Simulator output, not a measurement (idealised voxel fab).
Process module under the name voxel wiring stack
Shown is cross-section cut, with a width of 280 nm and square cells of size 5 nm.
Cross-section layout: square cells on a grid; listed as bands, top to bottom; a band spans one or more cell rows.
First you get the band's top height and its bottom height, in nm, and then the materials it's made of, left to right, with each width in nm. If you see a single material with "edge to edge", that one covers the band edge to edge. "blank" is empty space.
Height 0 is the level under which the wafer as received is all one material. The lowest band goes on downwards, as in "0 -> down".
Think of "30 to 40" as a width that walks from the first number to the second as you go down the band, top row to bottom row, taking equal-sized steps from row to row.
The cross-section has no changed cell in any step marked "stayed the same".
The label "Enclosed void entries" introduces a list of the empty spaces, 8 cells or larger, that have no open way up to the top; each entry in it reads width x height at distance, where the distance is taken from the left edge and all three are stated in nm.
Read whatever lies past the settings on a step's line as the simulator's own remark about the step.
What "overlay nm" on a step's line means: if the step has a mask, that mask lay this far to the right of its planned place, or, when the value is negative, to the left.

[List of planned process steps]
1: op RECEIVE | material Si
2: op CONFORMAL_DEP | material SiO2 | thk nm 10
3: op DIRECTIONAL_DEP | material TiN | thk nm 5
4: op DIRECTIONAL_DEP | material W | thk nm 15
5: op PATTERN | tone cover | mask id METAL_1 | material resist | width nm 30 | pitch nm 55 | thk nm 15 | overlay nm 0
6: op DIRECTIONAL_ETCH | etch materials W | depth nm 15
7: op DIRECTIONAL_ETCH | etch materials TiN | depth nm 5
8: op STRIP | etch materials resist
9: op FILL_DEP | material SiO2 | thk nm 10
10: op CMP | height nm 30
11: op CONFORMAL_DEP | material SiCN | thk nm 5
12: op DIRECTIONAL_DEP | material lowk | thk nm 20
13: op PATTERN | tone open | mask id PLUG_1 | material resist | width nm 15 | pitch nm 55 | thk nm 15 | overlay nm 0
14: op DIRECTIONAL_ETCH | etch materials lowk | depth nm 20
15: op DIRECTIONAL_ETCH | etch materials SiCN | depth nm 5
16: op STRIP | etch materials resist
17: op CONFORMAL_DEP | material TiN | thk nm 5
18: op FILL_DEP | material Ru | thk nm 5
19: op CMP | height nm 55
20: op DIRECTIONAL_DEP | material TiN | thk nm 5
21: op DIRECTIONAL_DEP | material Ru | thk nm 15
22: op PATTERN | tone cover | mask id METAL_2 | material resist | width nm 30 | pitch nm 55 | thk nm 20 | overlay nm 0
23: op DIRECTIONAL_ETCH | etch materials Ru | depth nm 15
24: op DIRECTIONAL_ETCH | etch materials TiN | depth nm 5
25: op STRIP | etch materials resist
26: op CONFORMAL_DEP | material SiCN | thk nm 5
27: op FILL_DEP | material SiO2 | thk nm 5
28: op CMP | height nm 75
29: op CONFORMAL_DEP | material SiN | thk nm 5

[This is the cross-section of the wafer as we received it, i.e. after step 1]
* 0 -> down: Si edge to edge
* Enclosed void entries: none

[Cross-section at module end, one run error; start and plan unchanged from above]
* 80 -> 75: SiN edge to edge
* 75 -> 60: SiO2 (95); SiCN (5); Ru (30); SiCN (5); SiO2 (15); SiCN (5); Ru (30); SiCN (5); SiO2 (90)
* 60 -> 55: SiCN (100); TiN (30); SiCN (25); TiN (30); SiCN (95)
* 55 -> 35: lowk (95); TiN (5); Ru (5); TiN (5); lowk (40); TiN (5); Ru (5); TiN (5); lowk (115)
* 35 -> 30: SiCN (95); TiN (15); SiCN (40); TiN (15); SiCN (115)
* 30 -> 15: SiO2 (95); W (30); SiO2 (25); W (30); SiO2 (100)
* 15 -> 10: SiO2 (95); TiN (30); SiO2 (25); TiN (30); SiO2 (100)
* 10 -> 0: SiO2 edge to edge
* 0 -> down: Si edge to edge
* Enclosed void entries: none
Error vs. plan: heads up, step 22 didn't go per plan, it actually ran as op PATTERN | tone cover | mask id METAL_2 | material resist | width nm 30 | pitch nm 55 | thk nm 20 | overlay nm 5
